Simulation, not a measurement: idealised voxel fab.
Process module in this document: voxel transistor to metal
Section cut is 185 nm wide and gridded with 5 nm square cells.
Bands, listed from the top down, are how a cross-section gets written in this document; the cross-section itself is a grid of square cells, and a band is one or more rows of them.
For a band, the entry starts with two heights in nm, that of the top and then that of the bottom, and carries on with the band's materials in order from left to right, each alongside its width in nm; the word "all across" beside a single material means it fills the band edge to edge, and "air" means empty space.
The reference from which all heights are counted is 0, the level beneath which the as-received wafer is entirely one material; the lowest band, having no lower bound, proceeds downward and is written after the example "from 0 down".
Width spec "30->40" -> top row of cells at first value, bottom row at second value, equal per-row change in between.
Reading "no alterations made" for a step: not a cell of the cross-section changed in it.
In the "Closed void listing" entry, you get each enclosed empty space of 8 cells or more, one with no open way to the top, written width x height at distance, distance from the left edge, in nm.
On a step's line, text after the settings is the simulator commenting on that step.
overlay nm: how far to the right of its planned place the mask lay on this masked step (negative: to the left).

## Planned process steps
1) RECEIVE (material Si)
2) CONFORMAL_DEP (material SiO2; thk nm 5)
3) CONFORMAL_DEP (material SiN; thk nm 10)
4) MASKED_ETCH (tone cover; mask id ACTIVE; width nm 110; etch materials SiN; depth nm 10; overlay nm 0)
5) MASKED_ETCH (tone cover; mask id ACTIVE; width nm 110; etch materials SiO2; depth nm 5; overlay nm 0)
6) MASKED_ETCH (tone cover; mask id ACTIVE; width nm 110; etch materials Si; depth nm 35; overlay nm 0)
7) OXIDIZE (depth nm 5)
8) FILL_DEP (material SiO2; thk nm 10)
9) CMP (height nm 15)
10) SELECTIVE_ETCH (etch materials SiO2; depth nm 10)
11) STRIP (etch materials SiN)
12) SELECTIVE_ETCH (etch materials SiO2; depth nm 5)
13) OXIDIZE (depth nm 5)
14) DIRECTIONAL_DEP (material polySi; thk nm 30)
15) DIRECTIONAL_DEP (material SiCN; thk nm 10)
16) MASKED_ETCH (tone cover; mask id GATE; width nm 30; etch materials SiCN; depth nm 20; overlay nm 0)
17) MASKED_ETCH (tone cover; mask id GATE; width nm 30; etch materials polySi; depth nm 40; overlay nm 0)
18) CONFORMAL_DEP (material SiN; thk nm 10)
19) DIRECTIONAL_ETCH (etch materials SiN; depth nm 10)
20) DIRECTIONAL_ETCH (etch materials SiO2; depth nm 5)
21) DIRECTIONAL_ETCH (etch materials Si; depth nm 10)
22) EPI (material pSi; thk nm 10)
23) FILL_DEP (material SiO2; thk nm 5)
24) CMP (height nm 30)
25) STRIP (etch materials polySi)
26) SELECTIVE_ETCH (etch materials SiO2; depth nm 5)
27) CONFORMAL_DEP (material HfO2; thk nm 5)
28) CONFORMAL_DEP (material TiN; thk nm 5)
29) FILL_DEP (material W; thk nm 5)
30) CMP (height nm 25)
31) DIRECTIONAL_DEP (material SiO2; thk nm 10)
32) MASKED_ETCH (tone open; mask id CONTACT; width nm 20; pitch nm 80; etch materials SiO2; depth nm 40; overlay nm 0)
33) CONFORMAL_DEP (material TiN; thk nm 5)
34) FILL_DEP (material Ru; thk nm 5)
35) CMP (height nm 35)
36) DIRECTIONAL_DEP (material TiN; thk nm 5)
37) DIRECTIONAL_DEP (material Ru; thk nm 15)
38) PATTERN (tone cover; mask id METAL_1; material resist; width nm 20; pitch nm 80; thk nm 15; overlay nm 0)
39) DIRECTIONAL_ETCH (etch materials Ru; depth nm 15)
40) DIRECTIONAL_ETCH (etch materials TiN; depth nm 5)
41) STRIP (etch materials resist)
42) CONFORMAL_DEP (material SiCN; thk nm 5)
43) FILL_DEP (material lowk; thk nm 10)
44) CMP (height nm 55)
45) CONFORMAL_DEP (material SiCN; thk nm 5)
46) DIRECTIONAL_DEP (material SiO2; thk nm 25)
47) DIRECTIONAL_DEP (material aC; thk nm 15)
48) PATTERN (tone open; mask id METAL_2_HOLES; material resist; width nm 15; pitch nm 80; thk nm 30; overlay nm 0)
49) DIRECTIONAL_ETCH (etch materials aC; depth nm 15)
50) STRIP (etch materials resist)
51) DIRECTIONAL_ETCH (etch materials SiO2; depth nm 25)
52) STRIP (etch materials aC)
53) DIRECTIONAL_DEP (material aC; thk nm 10)
54) PATTERN (tone open; mask id METAL_2; material resist; width nm 20; pitch nm 80; thk nm 30; overlay nm 0)
55) DIRECTIONAL_ETCH (etch materials aC; depth nm 10)
56) STRIP (etch materials resist)
57) DIRECTIONAL_ETCH (etch materials SiO2; depth nm 15)
58) DIRECTIONAL_ETCH (etch materials SiCN; depth nm 5)
59) STRIP (etch materials aC)
60) CONFORMAL_DEP (material TiN; thk nm 5)
61) FILL_DEP (material Cu; thk nm 5)
62) CMP (height nm 85)
63) CONFORMAL_DEP (material SiN; thk nm 5)

## Wafer at receipt (post step 1), cross-section
	from 0 down  Si all across
	Closed void listing: none

## first wafer at the end, as planned
	from 90 to 85  SiN all across
	from 85 to 75  40 nm SiO2  5 nm TiN  10 nm Cu  5 nm TiN  60 nm SiO2  5 nm TiN  10 nm Cu  5 nm TiN  45 nm SiO2
	from 75 to 70  40 nm SiO2  5 nm TiN  5 nm Cu  10 nm TiN  60 nm SiO2  5 nm TiN  5 nm Cu  10 nm TiN  45 nm SiO2
	from 70 to 60  40 nm SiO2  5 nm TiN  5 nm Cu  5 nm TiN  65 nm SiO2  5 nm TiN  5 nm Cu  5 nm TiN  50 nm SiO2
	from 60 to 55  40 nm SiCN  15 nm TiN  65 nm SiCN  15 nm TiN  50 nm SiCN
	from 55 to 40  35 nm lowk  5 nm SiCN  20 nm Ru  5 nm SiCN  50 nm lowk  5 nm SiCN  20 nm Ru  5 nm SiCN  40 nm lowk
	from 40 to 35  40 nm SiCN  20 nm TiN  60 nm SiCN  20 nm TiN  45 nm SiCN
	from 35 to 25  40 nm SiO2  5 nm TiN  10 nm Ru  5 nm TiN  60 nm SiO2  5 nm TiN  10 nm Ru  5 nm TiN  45 nm SiO2
	from 25 to 10  40 nm SiO2  5 nm TiN  10 nm Ru  5 nm TiN  5 nm SiO2  10 nm SiN  5 nm HfO2  5 nm TiN  10 nm W  5 nm TiN  5 nm HfO2  10 nm SiN  5 nm SiO2  5 nm TiN  10 nm Ru  5 nm TiN  45 nm SiO2
	from 10 to 5  40 nm SiO2  5 nm TiN  5 nm Ru  10 nm TiN  5 nm SiO2  10 nm SiN  5 nm HfO2  5 nm TiN  10 nm W  5 nm TiN  5 nm HfO2  10 nm SiN  5 nm SiO2  10 nm TiN  5 nm Ru  5 nm TiN  45 nm SiO2
	from 5 to 0  40 nm SiO2  5 nm TiN  5 nm Ru  5 nm TiN  10 nm pSi  10 nm SiN  5 nm HfO2  20 nm TiN  5 nm HfO2  10 nm SiN  10 nm pSi  5 nm TiN  5 nm Ru  5 nm TiN  45 nm SiO2
	from 0 to -5  40 nm SiO2  15 nm TiN  10 nm pSi  5 nm SiO2  40 nm HfO2  5 nm SiO2  10 nm pSi  15 nm TiN  45 nm SiO2
	from -5 to -15  40 nm SiO2  25 nm pSi  50 nm Si  25 nm pSi  45 nm SiO2
	from -15 to -40  40 nm SiO2  100 nm Si  45 nm SiO2
	from -40 down  Si all across
	Closed void listing: none

## Cross-section of the latter of the two wafers at module completion. It had an identical start and an identical plan to the former; in running it, one mistake was made
	from 90 to 85  SiN all across
	from 85 to 75  40 nm SiO2  5 nm TiN  10 nm Cu  5 nm TiN  60 nm SiO2  5 nm TiN  10 nm Cu  5 nm TiN  45 nm SiO2
	from 75 to 70  40 nm SiO2  5 nm TiN  5 nm Cu  10 nm TiN  60 nm SiO2  5 nm TiN  5 nm Cu  10 nm TiN  45 nm SiO2
	from 70 to 60  40 nm SiO2  5 nm TiN  5 nm Cu  5 nm TiN  65 nm SiO2  5 nm TiN  5 nm Cu  5 nm TiN  50 nm SiO2
	from 60 to 55  40 nm SiCN  15 nm TiN  65 nm SiCN  15 nm TiN  50 nm SiCN
	from 55 to 40  35 nm lowk  5 nm SiCN  20 nm Ru  5 nm SiCN  50 nm lowk  5 nm SiCN  20 nm Ru  5 nm SiCN  40 nm lowk
	from 40 to 35  40 nm SiCN  20 nm TiN  60 nm SiCN  20 nm TiN  45 nm SiCN
	from 35 to 30  35 nm Ru  5 nm TiN  20 nm SiO2  5 nm TiN  50 nm Ru  5 nm TiN  20 nm SiO2  5 nm TiN  40 nm Ru
	from 30 to 25  35 nm Ru  5 nm TiN  20 nm SiO2  60 nm TiN  20 nm SiO2  5 nm TiN  40 nm Ru
	from 25 to 5  35 nm Ru  5 nm TiN  20 nm SiO2  5 nm TiN  10 nm SiN  5 nm HfO2  5 nm TiN  10 nm W  5 nm TiN  5 nm HfO2  10 nm SiN  5 nm TiN  20 nm SiO2  5 nm TiN  40 nm Ru
	from 5 to 0  35 nm Ru  5 nm TiN  15 nm SiO2  10 nm pSi  10 nm SiN  5 nm HfO2  20 nm TiN  5 nm HfO2  10 nm SiN  10 nm pSi  15 nm SiO2  5 nm TiN  40 nm Ru
	from 0 to -5  40 nm TiN  15 nm SiO2  10 nm pSi  5 nm SiO2  40 nm HfO2  5 nm SiO2  10 nm pSi  15 nm SiO2  45 nm TiN
	from -5 to -15  40 nm SiO2  25 nm pSi  50 nm Si  25 nm pSi  45 nm SiO2
	from -15 to -40  40 nm SiO2  100 nm Si  45 nm SiO2
	from -40 down  Si all across
	Closed void listing: none
Diagnosis: step 32 did not happen as planned, as run it was MASKED_ETCH (tone cover; mask id CONTACT; width nm 20; pitch nm 80; etch materials SiO2; depth nm 40; overlay nm 0)
The second wafer ends with more or fewer cells of some materials than the first, per final count: 91 more of Ru, 108 fewer of SiO2, 17 more of TiN
